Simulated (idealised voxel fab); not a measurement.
voxel double patterning: a process module
Square cells of 5 nm make up the cross-section cut, whose width is 220 nm.
We lay out every cross-section as a grid of square cells and spell it out in bands from the top down, where one band means one or more rows of cells. In this notation a band is specified by the heights of its top and bottom, in that order and in nm, after which its materials appear from left to right, each paired with its width in nm. The word "edge to edge" attached to a single material means that material fills the band from edge to edge; the word "blank" stands for empty space. Basically, 0 is our baseline, since under it the wafer straight out of the box is all one material. The bottom band has no lower end and keeps on going down, so it looks like "0 down". Top row gets the first number, bottom row gets the second, and each row in between changes by the same step: that is how a band width like "30->40" works. A step reported as "no change" is a step in which no cell of the cross-section changed. Empty spaces without an open route to the top, at least 8 cells in extent, make up the entry "Sealed-off cavities"; each is given as width x height at distance, where the distance is measured from the left edge, and all are in nm. Anything after a step's settings on that line? It's the simulator's own note about the step. Among the settings permitted on a step's line is "overlay nm"; applied to a step with a mask, it specifies the extent to which the mask lay to the right of its planned position, whereas a negative figure signifies a position to the left.

**Intended process steps**
1,RECEIVE [material Si]
2,CONFORMAL_DEP [material SiO2] [thk nm 10]
3,DIRECTIONAL_DEP [material W] [thk nm 15]
4,DIRECTIONAL_DEP [material SiCN] [thk nm 5]
5,DIRECTIONAL_DEP [material aC] [thk nm 10]
6,PATTERN [tone open] [mask id FIRST] [material resist] [width nm 15] [pitch nm 50] [thk nm 25] [overlay nm 0]
7,DIRECTIONAL_ETCH [etch materials aC] [depth nm 10]
8,STRIP [etch materials resist]
9,DIRECTIONAL_ETCH [etch materials SiCN] [depth nm 5]
10,STRIP [etch materials aC]
11,DIRECTIONAL_DEP [material aC] [thk nm 10]
12,PATTERN [tone open] [mask id SECOND] [material resist] [width nm 15] [pitch nm 50] [thk nm 30] [overlay nm 0]
13,DIRECTIONAL_ETCH [etch materials aC] [depth nm 10]
14,STRIP [etch materials resist]
15,DIRECTIONAL_ETCH [etch materials SiCN] [depth nm 5]
16,STRIP [etch materials aC]
17,DIRECTIONAL_ETCH [etch materials W] [depth nm 15]
18,STRIP [etch materials SiCN]
Wafer-to-wafer difference: width nm, step 12. Common start. Plan = first wafer's value.

**Cut through the first of several wafers as received, post step 1**
0 down | Si edge to edge
Sealed-off cavities: none

**Wafer cross-section (first of several) - module end, post step 18 (last step)**
25 to 10 | W (50); blank (15); W (10); blank (15); W (10); blank (15); W (10); blank (15); W (10); blank (15); W (55)
10 to 0 | SiO2 edge to edge
0 down | Si edge to edge
Sealed-off cavities: none

**Cross-sectional view, end of module, last wafer of several**
25 to 10 | W (50); blank (15); W (5); blank (45); W (5); blank (45); W (55)
10 to 0 | SiO2 edge to edge
0 down | Si edge to edge
Sealed-off cavities: none

**Per-wafer rows below. For each material: cells gained (+) or lost (-) since the wafer was received, as of end of module. Then: closed voids**
width nm 15, +88 SiO2, +87 W, Sealed-off cavities: none
width nm 20, +88 SiO2, +81 W, Sealed-off cavities: none
width nm 25, +88 SiO2, +75 W, Sealed-off cavities: none
width nm 30, +88 SiO2, +69 W, Sealed-off cavities: none
